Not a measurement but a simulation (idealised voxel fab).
This is a process module. Its name is voxel spacer lines.
Displayed cross-section: cut, width of 155 nm, square cells sized 5 nm.
Cross-section layout: square cells on a grid; listed as bands, top to bottom; a band spans one or more cell rows. The entry gives the band's vertical extent as a top height and a bottom height in nm, then its horizontal make-up as materials from left to right, each with a width in nm. "air" stands for empty space; a single material marked "edge to edge" fills the band edge to edge. The level at which height equals 0 is the one under which the wafer, as it arrives, is entirely one material. No lower edge exists for the bottom band, which continues downward and is notated as in "z 0 and below". Top row gets the first number, bottom row gets the second, and each row in between changes by the same step: that is how a band width like "30 to 40" works. Where the words "nothing got changed" appear for a step, the cross-section shows no cell changed by that step; every cell remained as before. Heads up: "Closed void catalog" only lists the empty pockets with no open path to the top that are 8 cells or more, and it writes them as width x height at distance, distance from the left edge, in nm. Heads up: the bit after the settings on a step's line is the simulator's remark on that step. The setting "overlay nm" may be written on the line of a step. When the step uses a mask, the value reports how far to the right of the planned place the mask lay, and a negative value reports that it lay to the left.

-- The process steps that were planned are listed below
1 RECEIVE (material Si)
2 CONFORMAL_DEP (material Al2O3; thk nm 5)
3 DIRECTIONAL_DEP (material SiN; thk nm 10)
4 DIRECTIONAL_DEP (material polySi; thk nm 20)
5 PATTERN (tone cover; mask id MANDREL; material resist; width nm 25; pitch nm 70; thk nm 25; overlay nm 0)
6 DIRECTIONAL_ETCH (etch materials polySi; depth nm 20)
7 STRIP (etch materials resist)
8 CONFORMAL_DEP (material SiO2; thk nm 10)
9 DIRECTIONAL_ETCH (etch materials SiO2; depth nm 10)
10 STRIP (etch materials polySi)
11 DIRECTIONAL_ETCH (etch materials SiN; depth nm 10)
12 STRIP (etch materials SiO2)

-- first wafer, as planned

-- Cross-section: wafer on arrival = after step 1
- z 0 and below | Si edge to edge
- Closed void catalog: none

-- after step 2
- z 5 to 0 | Al2O3 edge to edge
- Everything under 0 stays put, no change at all.

-- after step 3
- z 15 to 5 | SiN edge to edge
- Everything under 5 stays put, no change at all.

-- after step 4
- z 35 to 15 | polySi edge to edge
- Everything under 15 stays put, no change at all.

-- after step 5
- z 60 to 35 | air=30; resist=25; air=45; resist=25; air=30
- Everything under 35 stays put, no change at all.

-- after step 6
- z 60 to 35 | air=30; resist=25; air=45; resist=25; air=30
- z 35 to 15 | air=30; polySi=25; air=45; polySi=25; air=30
- Everything under 15 stays put, no change at all.

-- after step 7
- z 35 to 15 | air=30; polySi=25; air=45; polySi=25; air=30
- Everything under 15 stays put, no change at all.

-- after step 8
- z 45 to 35 | air=20; SiO2=45; air=25; SiO2=45; air=20
- z 35 to 25 | air=20; SiO2=10; polySi=25; SiO2=10; air=25; SiO2=10; polySi=25; SiO2=10; air=20
- z 25 to 15 | SiO2=30; polySi=25; SiO2=45; polySi=25; SiO2=30
- Everything under 15 stays put, no change at all.

-- after step 9
- z 35 to 15 | air=20; SiO2=10; polySi=25; SiO2=10; air=25; SiO2=10; polySi=25; SiO2=10; air=20
- Everything under 15 stays put, no change at all.

-- after step 10
- z 35 to 15 | air=20; SiO2=10; air=25; SiO2=10; air=25; SiO2=10; air=25; SiO2=10; air=20
- Everything under 15 stays put, no change at all.

-- after step 11
- z 35 to 15 | air=20; SiO2=10; air=25; SiO2=10; air=25; SiO2=10; air=25; SiO2=10; air=20
- z 15 to 5 | air=20; SiN=10; air=25; SiN=10; air=25; SiN=10; air=25; SiN=10; air=20
- Everything under 5 stays put, no change at all.

-- after step 12
- z 15 to 5 | air=20; SiN=10; air=25; SiN=10; air=25; SiN=10; air=25; SiN=10; air=20
- Everything under 5 stays put, no change at all.

-- Wafer two of two - same starting point, same process plan, one mistake in execution; matches wafer one up to and including step 9

-- Second wafer, cut view, end of step 10 per plan
- z 35 to 15 | air=20; SiO2=10; polySi=25; SiO2=10; air=25; SiO2=10; polySi=25; SiO2=10; air=20
- z 15 to 5 | air=20; SiN=45; air=25; SiN=45; air=20
- Everything under 5 stays put, no change at all.

-- Second wafer, cut view, end of step 11 per plan
- z 35 to 15 | air=20; SiO2=10; air=25; SiO2=10; air=25; SiO2=10; air=25; SiO2=10; air=20
- Everything under 15 stays put, no change at all.

-- Second wafer, cut view, end of step 12 per plan
- z 15 to 5 | air=20; SiN=45; air=25; SiN=45; air=20
- Everything under 5 stays put, no change at all.
what went wrong: plan vs actual: 10 and 11 interchanged
Looking at both finished wafers in cells, the second ends up ahead of or behind the first on some materials: +20 SiN
